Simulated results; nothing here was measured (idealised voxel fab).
Title: Process Module voxel capacitor over wiring
The cross-section shown here is cut; it is 245 nm wide and divided into square cells measuring 5 nm on a side.
Cross-section spec: square-cell grid; bands listed top down; each band is one or more rows. Read a band's entry like this: the first values are the height of its top and the height of its bottom in nm, and what follows is the sequence of materials from left to right, each with its width in nm. Note that "blank" is empty space, and that a single material marked "everywhere" reaches across the band from edge to edge. Note: height 0 marks the level under which the wafer is uniformly one material as received. Lowest band unbounded below, written "from 0 down". Note: "30..40" means the width goes from the first number (top row of the band) to the second number (bottom row) in equal steps per row of cells. When a step is marked "remains unaltered", none of the cells in the cross-section changed during that step. "Listed closed voids" contains a list of empty spaces, each no smaller than 8 cells and without an open way to the top, written in the form width x height at distance with the distance from the left edge and all three in nm. Where a step's line continues beyond its settings, the continuation is a remark by the simulator itself on that step. overlay nm: how far to the right of its planned place the mask lay on this masked step (negative: to the left).

### Set out below are the planned steps of the process
1 RECEIVE | material Si
2 CONFORMAL_DEP | material SiO2 | thk nm 10
3 DIRECTIONAL_DEP | material TiN | thk nm 5
4 DIRECTIONAL_DEP | material Ru | thk nm 15
5 PATTERN | tone cover | mask id METAL_1 | material resist | width nm 20 | pitch nm 85 | thk nm 20 | overlay nm 0
6 DIRECTIONAL_ETCH | etch materials Ru | depth nm 15
7 DIRECTIONAL_ETCH | etch materials TiN | depth nm 5
8 STRIP | etch materials resist
9 CONFORMAL_DEP | material SiN | thk nm 5
10 FILL_DEP | material SiO2 | thk nm 10
11 CMP | height nm 30
12 CONFORMAL_DEP | material SiCN | thk nm 5
13 DIRECTIONAL_DEP | material SiO2 | thk nm 15
14 DIRECTIONAL_DEP | material aC | thk nm 10
15 PATTERN | tone open | mask id PLUG_1 | material resist | width nm 15 | thk nm 25 | overlay nm 0
16 DIRECTIONAL_ETCH | etch materials aC | depth nm 10
17 STRIP | etch materials resist
18 DIRECTIONAL_ETCH | etch materials SiO2 | depth nm 15
19 DIRECTIONAL_ETCH | etch materials SiCN | depth nm 5
20 STRIP | etch materials aC
21 EPI | material Ru | thk nm 10
22 EPI | material Ru | thk nm 10
23 DIRECTIONAL_DEP | material TiN | thk nm 10
24 DIRECTIONAL_DEP | material SiN | thk nm 5
25 DIRECTIONAL_DEP | material TiN | thk nm 10
26 PATTERN | tone cover | mask id UPPER_PLATE | material resist | width nm 70 | thk nm 15 | overlay nm 0
27 DIRECTIONAL_ETCH | etch materials TiN | depth nm 10
28 DIRECTIONAL_ETCH | etch materials SiN | depth nm 5
29 STRIP | etch materials resist
30 PATTERN | tone cover | mask id LOWER_PLATE | material resist | width nm 80 | thk nm 15 | overlay nm 0
31 DIRECTIONAL_ETCH | etch materials TiN | depth nm 10
32 STRIP | etch materials resist
33 FILL_DEP | material SiO2 | thk nm 20
34 CMP | height nm 90
35 PATTERN | tone open | mask id PLUG_2 | material resist | width nm 15 | thk nm 15 | overlay nm 0
36 DIRECTIONAL_ETCH | etch materials SiO2 | depth nm 15
37 STRIP | etch materials resist
38 CONFORMAL_DEP | material TiN | thk nm 5
39 FILL_DEP | material W | thk nm 10
40 CMP | height nm 90
41 CONFORMAL_DEP | material SiN | thk nm 5

### Run as planned: first of two wafers

### The cross-section here shows the wafer as received, i.e. in its state after step 1
* from 0 down | Si everywhere
* Listed closed voids: none

### After step 2: wafer cross-section
* from 10 to 0 | SiO2 everywhere
* Unchanged below 0.

### After step 3: wafer cross-section
* from 15 to 10 | TiN everywhere
* Unchanged below 10.

### After step 4: wafer cross-section
* from 30 to 15 | Ru everywhere
* Unchanged below 15.

### After step 5: wafer cross-section
* from 50 to 30 | blank (70), resist (20), blank (65), resist (20), blank (70)
* Unchanged below 30.

### After step 6: wafer cross-section
* from 50 to 30 | blank (70), resist (20), blank (65), resist (20), blank (70)
* from 30 to 15 | blank (70), Ru (20), blank (65), Ru (20), blank (70)
* Unchanged below 15.

### After step 7: wafer cross-section
* from 50 to 30 | blank (70), resist (20), blank (65), resist (20), blank (70)
* from 30 to 15 | blank (70), Ru (20), blank (65), Ru (20), blank (70)
* from 15 to 10 | blank (70), TiN (20), blank (65), TiN (20), blank (70)
* Unchanged below 10.

### After step 8: wafer cross-section
* from 30 to 15 | blank (70), Ru (20), blank (65), Ru (20), blank (70)
* Unchanged below 15.

### After step 9: wafer cross-section
* from 35 to 30 | blank (65), SiN (30), blank (55), SiN (30), blank (65)
* from 30 to 15 | blank (65), SiN (5), Ru (20), SiN (5), blank (55), SiN (5), Ru (20), SiN (5), blank (65)
* from 15 to 10 | SiN (70), TiN (20), SiN (65), TiN (20), SiN (70)
* Unchanged below 10.

### After step 10: wafer cross-section
* from 45 to 35 | SiO2 everywhere
* from 35 to 30 | SiO2 (65), SiN (30), SiO2 (55), SiN (30), SiO2 (65)
* from 30 to 15 | SiO2 (65), SiN (5), Ru (20), SiN (5), SiO2 (55), SiN (5), Ru (20), SiN (5), SiO2 (65)
* Unchanged below 15.

### After step 11: wafer cross-section
* from 30 to 15 | SiO2 (65), SiN (5), Ru (20), SiN (5), SiO2 (55), SiN (5), Ru (20), SiN (5), SiO2 (65)
* Unchanged below 15.

### After step 12: wafer cross-section
* from 35 to 30 | SiCN everywhere
* Unchanged below 30.

### After step 13: wafer cross-section
* from 50 to 35 | SiO2 everywhere
* Unchanged below 35.

### After step 14: wafer cross-section
* from 60 to 50 | aC everywhere
* Unchanged below 50.

### After step 15: wafer cross-section
* from 85 to 60 | resist (75), blank (15), resist (155)
* Unchanged below 60.

### After step 16: wafer cross-section
* from 75 to 60 | resist (75), blank (15), resist (155)
* from 60 to 50 | aC (75), blank (15), aC (155)
* Unchanged below 50.

### After step 17: wafer cross-section
* from 60 to 50 | aC (75), blank (15), aC (155)
* Unchanged below 50.

### After step 18: wafer cross-section
* from 60 to 50 | aC (75), blank (15), aC (155)
* from 50 to 35 | SiO2 (75), blank (15), SiO2 (155)
* Unchanged below 35.

### After step 19: wafer cross-section
* from 60 to 50 | aC (75), blank (15), aC (155)
* from 50 to 35 | SiO2 (75), blank (15), SiO2 (155)
* from 35 to 30 | SiCN (75), blank (15), SiCN (155)
* Unchanged below 30.

### After step 20: wafer cross-section
* from 50 to 35 | SiO2 (75), blank (15), SiO2 (155)
* Unchanged below 35.

### After step 21: wafer cross-section
* from 50 to 40 | SiO2 (75), blank (15), SiO2 (155)
* from 40 to 35 | SiO2 (75), Ru (15), SiO2 (155)
* from 35 to 30 | SiCN (75), Ru (15), SiCN (155)
* Unchanged below 30.

### After step 22: wafer cross-section
* from 50 to 35 | SiO2 (75), Ru (15), SiO2 (155)
* Unchanged below 35.

### After step 23: wafer cross-section
* from 60 to 50 | TiN everywhere
* Unchanged below 50.

### After step 24: wafer cross-section
* from 65 to 60 | SiN everywhere
* Unchanged below 60.

### After step 25: wafer cross-section
* from 75 to 65 | TiN everywhere
* Unchanged below 65.

### After step 26: wafer cross-section
* from 90 to 75 | blank (75), resist (70), blank (100)
* Unchanged below 75.

### After step 27: wafer cross-section
* from 90 to 75 | blank (75), resist (70), blank (100)
* from 75 to 65 | blank (75), TiN (70), blank (100)
* Unchanged below 65.

### After step 28: wafer cross-section
* from 90 to 75 | blank (75), resist (70), blank (100)
* from 75 to 65 | blank (75), TiN (70), blank (100)
* from 65 to 60 | blank (75), SiN (70), blank (100)
* Unchanged below 60.

### After step 29: wafer cross-section
* from 75 to 65 | blank (75), TiN (70), blank (100)
* Unchanged below 65.

### After step 30: wafer cross-section
* from 90 to 75 | blank (70), resist (80), blank (95)
* from 75 to 65 | blank (70), resist (5), TiN (70), resist (5), blank (95)
* from 65 to 60 | blank (70), resist (5), SiN (70), resist (5), blank (95)
* Unchanged below 60.

### After step 31: wafer cross-section
* from 90 to 75 | blank (70), resist (80), blank (95)
* from 75 to 65 | blank (70), resist (5), TiN (70), resist (5), blank (95)
* from 65 to 60 | blank (70), resist (5), SiN (70), resist (5), blank (95)
* from 60 to 50 | blank (70), TiN (80), blank (95)
* Unchanged below 50.

### After step 32: wafer cross-section
* from 75 to 65 | blank (75), TiN (70), blank (100)
* from 65 to 60 | blank (75), SiN (70), blank (100)
* Unchanged below 60.

### After step 33: wafer cross-section
* from 95 to 75 | SiO2 everywhere
* from 75 to 65 | SiO2 (75), TiN (70), SiO2 (100)
* from 65 to 60 | SiO2 (75), SiN (70), SiO2 (100)
* from 60 to 50 | SiO2 (70), TiN (80), SiO2 (95)
* Unchanged below 50.

### After step 34: wafer cross-section
* from 90 to 75 | SiO2 everywhere
* Unchanged below 75.

### After step 35: wafer cross-section
* from 105 to 90 | resist (85), blank (15), resist (145)
* Unchanged below 90.

### After step 36: wafer cross-section
* from 105 to 90 | resist (85), blank (15), resist (145)
* from 90 to 75 | SiO2 (85), blank (15), SiO2 (145)
* Unchanged below 75.

### After step 37: wafer cross-section
* from 90 to 75 | SiO2 (85), blank (15), SiO2 (145)
* Unchanged below 75.

### After step 38: wafer cross-section
* from 95 to 90 | TiN (90), blank (5), TiN (150)
* from 90 to 80 | SiO2 (85), TiN (5), blank (5), TiN (5), SiO2 (145)
* from 80 to 75 | SiO2 (85), TiN (15), SiO2 (145)
* Unchanged below 75.

### After step 39: wafer cross-section
* from 105 to 95 | W everywhere
* from 95 to 90 | TiN (90), W (5), TiN (150)
* from 90 to 80 | SiO2 (85), TiN (5), W (5), TiN (5), SiO2 (145)
* Unchanged below 80.

### After step 40: wafer cross-section
* from 90 to 80 | SiO2 (85), TiN (5), W (5), TiN (5), SiO2 (145)
* Unchanged below 80.

### After step 41: wafer cross-section
* from 95 to 90 | SiN everywhere
* Unchanged below 90.

### Second of two: same start, same plan, one run error; steps up to and including 10 match the first

Second wafer, sectioned view, at step 11's planned end time: remains unaltered

### Second wafer, sectioned view, at step 12's planned end time
* from 50 to 45 | SiCN everywhere
* Unchanged below 45.

### Second wafer, sectioned view, at step 13's planned end time
* from 65 to 50 | SiO2 everywhere
* Unchanged below 50.

### Second wafer, sectioned view, at step 14's planned end time
* from 75 to 65 | aC everywhere
* Unchanged below 65.

### Second wafer, sectioned view, at step 15's planned end time
* from 100 to 75 | resist (75), blank (15), resist (155)
* Unchanged below 75.

### Second wafer, sectioned view, at step 16's planned end time
* from 90 to 75 | resist (75), blank (15), resist (155)
* from 75 to 65 | aC (75), blank (15), aC (155)
* Unchanged below 65.

### Second wafer, sectioned view, at step 17's planned end time
* from 75 to 65 | aC (75), blank (15), aC (155)
* Unchanged below 65.

### Second wafer, sectioned view, at step 18's planned end time
* from 75 to 65 | aC (75), blank (15), aC (155)
* from 65 to 50 | SiO2 (75), blank (15), SiO2 (155)
* Unchanged below 50.

### Second wafer, sectioned view, at step 19's planned end time
* from 75 to 65 | aC (75), blank (15), aC (155)
* from 65 to 50 | SiO2 (75), blank (15), SiO2 (155)
* from 50 to 45 | SiCN (75), blank (15), SiCN (155)
* Unchanged below 45.

### Second wafer, sectioned view, at step 20's planned end time
* from 65 to 50 | SiO2 (75), blank (15), SiO2 (155)
* Unchanged below 50.

Second wafer, sectioned view, at step 21's planned end time: remains unaltered

Second wafer, sectioned view, at step 22's planned end time: remains unaltered

### Second wafer, sectioned view, at step 23's planned end time
* from 75 to 65 | TiN (75), blank (15), TiN (155)
* from 65 to 55 | SiO2 (75), blank (15), SiO2 (155)
* from 55 to 50 | SiO2 (75), TiN (15), SiO2 (155)
* from 50 to 45 | SiCN (75), TiN (15), SiCN (155)
* Unchanged below 45.

### Second wafer, sectioned view, at step 24's planned end time
* from 80 to 75 | SiN (75), blank (15), SiN (155)
* from 75 to 65 | TiN (75), blank (15), TiN (155)
* from 65 to 60 | SiO2 (75), blank (15), SiO2 (155)
* from 60 to 55 | SiO2 (75), SiN (15), SiO2 (155)
* Unchanged below 55.

### Second wafer, sectioned view, at step 25's planned end time
* from 90 to 80 | TiN (75), blank (15), TiN (155)
* from 80 to 75 | SiN (75), blank (15), SiN (155)
* from 75 to 70 | TiN (75), blank (15), TiN (155)
* from 70 to 65 | TiN everywhere
* from 65 to 60 | SiO2 (75), TiN (15), SiO2 (155)
* Unchanged below 60.

### Second wafer, sectioned view, at step 26's planned end time
* from 105 to 90 | blank (75), resist (70), blank (100)
* from 90 to 80 | TiN (75), resist (15), TiN (155)
* from 80 to 75 | SiN (75), resist (15), SiN (155)
* from 75 to 70 | TiN (75), resist (15), TiN (155)
* Unchanged below 70.

### Second wafer, sectioned view, at step 27's planned end time
* from 105 to 90 | blank (75), resist (70), blank (100)
* from 90 to 80 | blank (75), resist (15), TiN (55), blank (100)
* Unchanged below 80.

### Second wafer, sectioned view, at step 28's planned end time
* from 105 to 90 | blank (75), resist (70), blank (100)
* from 90 to 80 | blank (75), resist (15), TiN (55), blank (100)
* from 80 to 75 | blank (75), resist (15), SiN (55), blank (100)
* Unchanged below 75.

### Second wafer, sectioned view, at step 29's planned end time
* from 90 to 80 | blank (90), TiN (55), blank (100)
* from 80 to 75 | blank (90), SiN (55), blank (100)
* from 75 to 70 | TiN (75), blank (15), TiN (155)
* Unchanged below 70.

### Second wafer, sectioned view, at step 30's planned end time
* from 105 to 90 | blank (70), resist (80), blank (95)
* from 90 to 80 | blank (70), resist (20), TiN (55), resist (5), blank (95)
* from 80 to 75 | blank (70), resist (20), SiN (55), resist (5), blank (95)
* from 75 to 70 | TiN (75), resist (15), TiN (155)
* Unchanged below 70.

### Second wafer, sectioned view, at step 31's planned end time
* from 105 to 90 | blank (70), resist (80), blank (95)
* from 90 to 80 | blank (70), resist (20), TiN (55), resist (5), blank (95)
* from 80 to 75 | blank (70), resist (20), SiN (55), resist (5), blank (95)
* from 75 to 70 | blank (70), TiN (5), resist (15), TiN (60), blank (95)
* from 70 to 65 | blank (70), TiN (80), blank (95)
* Unchanged below 65.

### Second wafer, sectioned view, at step 32's planned end time
* from 90 to 80 | blank (90), TiN (55), blank (100)
* from 80 to 75 | blank (90), SiN (55), blank (100)
* from 75 to 70 | blank (70), TiN (5), blank (15), TiN (60), blank (95)
* Unchanged below 70.

### Second wafer, sectioned view, at step 33's planned end time
* from 110 to 90 | SiO2 everywhere
* from 90 to 80 | SiO2 (90), TiN (55), SiO2 (100)
* from 80 to 75 | SiO2 (90), SiN (55), SiO2 (100)
* from 75 to 70 | SiO2 (70), TiN (5), SiO2 (15), TiN (60), SiO2 (95)
* from 70 to 60 | SiO2 (70..75), TiN (80..15), SiO2 (95..155)
* Unchanged below 60.

### Second wafer, sectioned view, at step 34's planned end time
* from 90 to 80 | SiO2 (90), TiN (55), SiO2 (100)
* Unchanged below 80.

### Second wafer, sectioned view, at step 35's planned end time
* from 105 to 90 | resist (85), blank (15), resist (145)
* Unchanged below 90.

### Second wafer, sectioned view, at step 36's planned end time
* from 105 to 90 | resist (85), blank (15), resist (145)
* from 90 to 80 | SiO2 (85), blank (5), TiN (55), SiO2 (100)
* from 80 to 75 | SiO2 (85), blank (5), SiN (55), SiO2 (100)
* Unchanged below 75.

### Second wafer, sectioned view, at step 37's planned end time
* from 90 to 80 | SiO2 (85), blank (5), TiN (55), SiO2 (100)
* Unchanged below 80.

### Second wafer, sectioned view, at step 38's planned end time
* from 95 to 90 | TiN everywhere
* from 90 to 80 | SiO2 (85), TiN (60), SiO2 (100)
* from 80 to 75 | SiO2 (85), TiN (5), SiN (55), SiO2 (100)
* Unchanged below 75.

### Second wafer, sectioned view, at step 39's planned end time
* from 105 to 95 | W everywhere
* Unchanged below 95.

### Second wafer, sectioned view, at step 40's planned end time
* from 90 to 80 | SiO2 (85), TiN (60), SiO2 (100)
* Unchanged below 80.

### Second wafer, sectioned view, at step 41's planned end time
* from 95 to 90 | SiN everywhere
* Unchanged below 90.
Which mistake was made when the wafer was run? step 11 of the plan never got run, it was skipped over
End of process, cell counts, second wafer against first, materials with more or fewer: Ru -12; SiN +12; SiO2 +6; TiN -4; W -2
